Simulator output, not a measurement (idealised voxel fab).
process module | voxel self aligned vias
cross-section cut | 285 nm wide | cells 5 nm
A cross-section is a grid of square cells, given in bands from the top down. A band is one or more rows of cells.
Each band's line starts with the height of the band's top and of its bottom, in nm. Then come its materials from left to right, each with its width in nm. One material with "throughout" fills the band from edge to edge. "air" is empty space.
Height 0 is the level under which the wafer as received is all one material. The lowest band goes on downwards, as in "0 down".
A width such as "30 to 40" changes by the same amount from each row of cells to the next, from the band's top row to its bottom row.
"no change" after a step means that no cell of the cross-section changed.
closed voids: empty space of 8 cells or more with no open way to the top, each as width x height at its distance from the left edge, in nm
after a step's settings: what the simulator itself notes on the step
overlay nm, on a step with a mask: how far to the right of its planned place the mask lay; to the left if negative
plan
1 op RECEIVE | material Si
2 op CONFORMAL_DEP | material SiO2 | thk nm 10
3 op CONFORMAL_DEP | material SiCN | thk nm 5
4 op DIRECTIONAL_DEP | material lowk | thk nm 20
5 op MASKED_ETCH | tone open | mask id LINES | width nm 25 | pitch nm 55 | etch materials lowk | depth nm 20 | overlay nm 0
6 op CONFORMAL_DEP | material TiN | thk nm 5
7 op FILL_DEP | material Ru | thk nm 10
8 op CMP | height nm 35
9 op SELECTIVE_ETCH | etch materials W Ru TiN | depth nm 5
10 op FILL_DEP | material SiN | thk nm 10
11 op CMP | height nm 35
12 op DIRECTIONAL_DEP | material lowk | thk nm 20
13 op PATTERN | tone open | mask id VIAS | material resist | width nm 35 | pitch nm 110 | thk nm 20 | overlay nm 0
14 op DIRECTIONAL_ETCH | etch materials lowk | depth nm 20
15 op DIRECTIONAL_ETCH | etch materials SiN | depth nm 5
16 op STRIP | etch materials resist
17 op CONFORMAL_DEP | material TiN | thk nm 5
18 op FILL_DEP | material W | thk nm 5
19 op CMP | height nm 55
20 op CONFORMAL_DEP | material SiN | thk nm 5
first wafer, as planned
as received, after step 1
  0 down: Si throughout
  closed voids: none
after step 2
  10 to 0: SiO2 throughout
  below 0: unchanged
after step 3
  15 to 10: SiCN throughout
  below 10: unchanged
after step 4
  35 to 15: lowk throughout
  below 15: unchanged
after step 5
  35 to 15: lowk 75 | air 25 | lowk 30 | air 25 | lowk 30 | air 25 | lowk 75
  below 15: unchanged
after step 6
  40 to 35: TiN 80 | air 15 | TiN 40 | air 15 | TiN 40 | air 15 | TiN 80
  35 to 20: lowk 75 | TiN 5 | air 15 | TiN 5 | lowk 30 | TiN 5 | air 15 | TiN 5 | lowk 30 | TiN 5 | air 15 | TiN 5 | lowk 75
  20 to 15: lowk 75 | TiN 25 | lowk 30 | TiN 25 | lowk 30 | TiN 25 | lowk 75
  below 15: unchanged
after step 7
  50 to 40: Ru throughout
  40 to 35: TiN 80 | Ru 15 | TiN 40 | Ru 15 | TiN 40 | Ru 15 | TiN 80
  35 to 20: lowk 75 | TiN 5 | Ru 15 | TiN 5 | lowk 30 | TiN 5 | Ru 15 | TiN 5 | lowk 30 | TiN 5 | Ru 15 | TiN 5 | lowk 75
  below 20: unchanged
after step 8
  35 to 20: lowk 75 | TiN 5 | Ru 15 | TiN 5 | lowk 30 | TiN 5 | Ru 15 | TiN 5 | lowk 30 | TiN 5 | Ru 15 | TiN 5 | lowk 75
  below 20: unchanged
after step 9
  35 to 30: lowk 75 | air 25 | lowk 30 | air 25 | lowk 30 | air 25 | lowk 75
  below 30: unchanged
after step 10
  45 to 35: SiN throughout
  35 to 30: lowk 75 | SiN 25 | lowk 30 | SiN 25 | lowk 30 | SiN 25 | lowk 75
  below 30: unchanged
after step 11
  35 to 30: lowk 75 | SiN 25 | lowk 30 | SiN 25 | lowk 30 | SiN 25 | lowk 75
  below 30: unchanged
after step 12
  55 to 35: lowk throughout
  below 35: unchanged
after step 13
  75 to 55: resist 70 | air 35 | resist 75 | air 35 | resist 70
  below 55: unchanged
after step 14
  75 to 55: resist 70 | air 35 | resist 75 | air 35 | resist 70
  55 to 35: lowk 70 | air 35 | lowk 75 | air 35 | lowk 70
  below 35: unchanged
after step 15
  75 to 55: resist 70 | air 35 | resist 75 | air 35 | resist 70
  55 to 35: lowk 70 | air 35 | lowk 75 | air 35 | lowk 70
  35 to 30: lowk 75 | air 25 | lowk 30 | SiN 25 | lowk 30 | air 25 | lowk 75
  below 30: unchanged
after step 16
  55 to 35: lowk 70 | air 35 | lowk 75 | air 35 | lowk 70
  below 35: unchanged
after step 17
  60 to 55: TiN 75 | air 25 | TiN 85 | air 25 | TiN 75
  55 to 40: lowk 70 | TiN 5 | air 25 | TiN 5 | lowk 75 | TiN 5 | air 25 | TiN 5 | lowk 70
  40 to 35: lowk 70 | TiN 10 | air 15 | TiN 10 | lowk 75 | TiN 10 | air 15 | TiN 10 | lowk 70
  35 to 30: lowk 75 | TiN 25 | lowk 30 | SiN 25 | lowk 30 | TiN 25 | lowk 75
  below 30: unchanged
after step 18
  65 to 60: W throughout
  60 to 55: TiN 75 | W 25 | TiN 85 | W 25 | TiN 75
  55 to 40: lowk 70 | TiN 5 | W 25 | TiN 5 | lowk 75 | TiN 5 | W 25 | TiN 5 | lowk 70
  40 to 35: lowk 70 | TiN 10 | W 15 | TiN 10 | lowk 75 | TiN 10 | W 15 | TiN 10 | lowk 70
  below 35: unchanged
after step 19
  55 to 40: lowk 70 | TiN 5 | W 25 | TiN 5 | lowk 75 | TiN 5 | W 25 | TiN 5 | lowk 70
  below 40: unchanged
after step 20
  60 to 55: SiN throughout
  below 55: unchanged
second wafer: like start, like plan, one mistake. Through step 13 it matches the first wafer
when step 14 should have ended
  75 to 55: resist 70 | air 35 | resist 75 | air 35 | resist 70
  55 to 35: lowk 70 | air 35 | lowk 75 | air 35 | lowk 70
  35 to 30: lowk 70 | air 5 | SiN 25 | air 5 | lowk 25 | SiN 25 | lowk 25 | air 5 | SiN 25 | air 5 | lowk 70
  30 to 20: lowk 70 | air 5 | TiN 5 | Ru 15 | TiN 5 | air 5 | lowk 25 | TiN 5 | Ru 15 | TiN 5 | lowk 25 | air 5 | TiN 5 | Ru 15 | TiN 5 | air 5 | lowk 70
  20 to 15: lowk 70 | air 5 | TiN 25 | air 5 | lowk 25 | TiN 25 | lowk 25 | air 5 | TiN 25 | air 5 | lowk 70
  below 15: unchanged
when step 15 should have ended
  75 to 55: resist 70 | air 35 | resist 75 | air 35 | resist 70
  55 to 35: lowk 70 | air 35 | lowk 75 | air 35 | lowk 70
  35 to 30: lowk 70 | air 35 | lowk 25 | SiN 25 | lowk 25 | air 35 | lowk 70
  below 30: unchanged
when step 16 should have ended
  55 to 35: lowk 70 | air 35 | lowk 75 | air 35 | lowk 70
  below 35: unchanged
when step 17 should have ended
  60 to 55: TiN 75 | air 25 | TiN 85 | air 25 | TiN 75
  55 to 35: lowk 70 | TiN 5 | air 25 | TiN 5 | lowk 75 | TiN 5 | air 25 | TiN 5 | lowk 70
  35 to 30: lowk 70 | TiN 35 | lowk 25 | SiN 25 | lowk 25 | TiN 35 | lowk 70
  30 to 20: lowk 70 | TiN 10 | Ru 15 | TiN 10 | lowk 25 | TiN 5 | Ru 15 | TiN 5 | lowk 25 | TiN 10 | Ru 15 | TiN 10 | lowk 70
  20 to 15: lowk 70 | TiN 35 | lowk 25 | TiN 25 | lowk 25 | TiN 35 | lowk 70
  below 15: unchanged
when step 18 should have ended
  65 to 60: W throughout
  60 to 55: TiN 75 | W 25 | TiN 85 | W 25 | TiN 75
  55 to 35: lowk 70 | TiN 5 | W 25 | TiN 5 | lowk 75 | TiN 5 | W 25 | TiN 5 | lowk 70
  below 35: unchanged
when step 19 should have ended
  55 to 35: lowk 70 | TiN 5 | W 25 | TiN 5 | lowk 75 | TiN 5 | W 25 | TiN 5 | lowk 70
  below 35: unchanged
when step 20 should have ended
  60 to 55: SiN throughout
  below 55: unchanged
what went wrong: step 14 was run twice
at the end the second wafer has, in cells: 12 more of TiN | 4 more of W | 16 fewer of lowk
